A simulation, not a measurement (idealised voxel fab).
process module | voxel ribs on slabs
Section shown: cut. Width: 215 nm. Cell size: 5 nm, square.
How to read a cross-section here: the picture is a grid of square cells, written as bands going from the top down, and any band can span one or more rows of cells.
Band: top height; bottom height; in nm. Then, left to right: material with width in nm, for each material. "full width": a single material spanning edge to edge. "blank": empty space.
Where do heights start? At 0: under that level the wafer as delivered is made of one material only. And the lowest band has no floor; it just carries on downward, as in "0 nm and below".
Think of "30->40" as a width that walks from the first number to the second as you go down the band, top row to bottom row, taking equal-sized steps from row to row.
"everything unchanged", as given for a step, is the statement that not any cell of the cross-section underwent a change during that step.
"Closed void table": sealed empty spaces, 8 cells or more, no open way to top, listed width x height at distance, with distance from the left edge and width, height and distance in nm.
after a step's settings: what the simulator itself notes on the step
If you see "overlay nm" on a step's line and that step has a mask, it's telling you how far right of where it was planned the mask ended up; a negative number means it went left instead.

So here's the lineup of process steps we planned
- 1: RECEIVE (material Si)
- 2: DIRECTIONAL_DEP (material SiO2; thk nm 20)
- 3: DIRECTIONAL_DEP (material SiN; thk nm 25)
- 4: MASKED_ETCH (tone cover; mask id RIB; width nm 30; etch materials SiN; depth nm 10; overlay nm 0)
- 5: DIRECTIONAL_DEP (material aC; thk nm 15)
- 6: PATTERN (tone cover; mask id SLAB; material resist; width nm 60; thk nm 30; overlay nm 0)
- 7: DIRECTIONAL_ETCH (etch materials aC; depth nm 15)
- 8: STRIP (etch materials resist)
- 9: DIRECTIONAL_ETCH (etch materials SiN; depth nm 15)
- 10: STRIP (etch materials aC)
- 11: FILL_DEP (material SiO2; thk nm 20)
- 12: CMP (height nm 55)
- 13: DIRECTIONAL_DEP (material TiN; thk nm 5)
- 14: PATTERN (tone cover; mask id HEATER; material resist; width nm 40; thk nm 15; overlay nm 0)
- 15: DIRECTIONAL_ETCH (etch materials TiN; depth nm 5)
- 16: STRIP (etch materials resist)
- 17: CONFORMAL_DEP (material SiO2; thk nm 10)

Received-state cross-section, reflecting completion of step 1
* 0 nm and below  Si full width
* Closed void table: none

The plan above was carried out on the starting structure above with one mistake, and this cross-section shows the wafer at the end of the module
* 70 nm to 65 nm  blank: 75; SiO2: 60; blank: 80
* 65 nm to 60 nm  SiO2 full width
* 60 nm to 55 nm  SiO2: 85; TiN: 40; SiO2: 90
* 55 nm to 45 nm  aC full width
* 45 nm to 35 nm  aC: 90; SiN: 30; aC: 95
* 35 nm to 20 nm  aC: 75; SiN: 60; aC: 80
* 20 nm to 0 nm  SiO2 full width
* 0 nm and below  Si full width
* Closed void table: none
Deviation noted in wafer processing: step 11 was processed under conditions differing from the plan, specifically as FILL_DEP (material aC; thk nm 20)
